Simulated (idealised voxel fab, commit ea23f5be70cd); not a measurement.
process module | voxel gate over fins
cross-section cut | 235 nm wide | cells 5 nm
A cross-section is a grid of square cells, given in bands from the top down. A band is one or more rows of cells.
Each band's line starts with the height of the band's top and of its bottom, in nm. Then come its materials from left to right, each with its width in nm. One material with "throughout" fills the band from edge to edge. "air" is empty space.
Height 0 is the level under which the wafer as received is all one material. The lowest band goes on downwards, as in "0 down".
A width such as "30 to 40" changes by the same amount from each row of cells to the next, from the band's top row to its bottom row.
"no change" after a step means that no cell of the cross-section changed.
closed voids: empty space of 8 cells or more with no open way to the top, each as width x height at its distance from the left edge, in nm
after a step's settings: what the simulator itself notes on the step
overlay nm, on a step with a mask: how far to the right of its planned place the mask lay; to the left if negative
plan
1 op RECEIVE | material Si
2 op CONFORMAL_DEP | material SiN | thk nm 5
3 op PATTERN | tone cover | mask id FINS | material resist | width nm 15 | pitch nm 40 | thk nm 15 | overlay nm 0
4 op DIRECTIONAL_ETCH | etch materials SiN | depth nm 5
5 op DIRECTIONAL_ETCH | etch materials Si | depth nm 35
6 op STRIP | etch materials resist
7 op OXIDIZE | depth nm 5
8 op FILL_DEP | material SiO2 | thk nm 10
9 op CMP | height nm 5
10 op SELECTIVE_ETCH | etch materials SiO2 | depth nm 15
11 op STRIP | etch materials SiN
12 op CONFORMAL_DEP | material HfO2 | thk nm 5
13 op CONFORMAL_DEP | material TiN | thk nm 5
14 op CONFORMAL_DEP | material TiAl | thk nm 5
15 op CONFORMAL_DEP | material TiN | thk nm 5
16 op FILL_DEP | material W | thk nm 10
17 op CMP | height nm 25
18 op CONFORMAL_DEP | material SiCN | thk nm 5
as received, after step 1
  0 down: Si throughout
  closed voids: none
first wafer at the end, as planned
  30 to 25: SiCN throughout
  25 to 20: W throughout
  20 to 15: W 75 | TiN 85 | W 75
  15 to 10: W 75 | TiN 5 | TiAl 35 | TiN 5 | TiAl 35 | TiN 5 | W 75
  10 to 5: TiN 80 | TiAl 5 | TiN 25 | TiAl 5 | TiN 5 | TiAl 5 | TiN 25 | TiAl 5 | TiN 80
  5 to 0: TiAl 85 | TiN 5 | HfO2 15 | TiN 5 | TiAl 15 | TiN 5 | HfO2 15 | TiN 5 | TiAl 85
  0 to -5: TiN 90 | HfO2 5 | Si 5 | HfO2 5 | TiN 25 | HfO2 5 | Si 5 | HfO2 5 | TiN 90
  -5 to -10: HfO2 95 | Si 5 | HfO2 35 | Si 5 | HfO2 95
  -10 to -40: SiO2 95 | Si 5 | SiO2 35 | Si 5 | SiO2 95
  -40 down: Si throughout
  closed voids: none
second wafer at the end: like start, like plan, one mistake
  30 to 25: SiCN throughout
  25 to 20: W throughout
  20 to 15: TiN throughout
  15 to 10: TiAl throughout
  10 to 5: TiN 95 | TiAl 5 | TiN 35 | TiAl 5 | TiN 95
  5 to 0: HfO2 90 | TiN 5 | TiAl 5 | TiN 5 | HfO2 25 | TiN 5 | TiAl 5 | TiN 5 | HfO2 90
  0 to -5: Si 85 | HfO2 5 | TiN 15 | HfO2 5 | Si 15 | HfO2 5 | TiN 15 | HfO2 5 | Si 85
  -5 to -10: Si 85 | HfO2 25 | Si 15 | HfO2 25 | Si 85
  -10 to -40: Si 85 | SiO2 25 | Si 15 | SiO2 25 | Si 85
  -40 down: Si throughout
  closed voids: none
what went wrong: step 3 ran as: op PATTERN | tone open | mask id FINS | material resist | width nm 15 | pitch nm 40 | thk nm 15 | overlay nm 0
at the end the second wafer has, in cells: 280 more of Si | 210 fewer of SiO2 | 4 fewer of TiAl | 6 fewer of TiN | 60 fewer of W
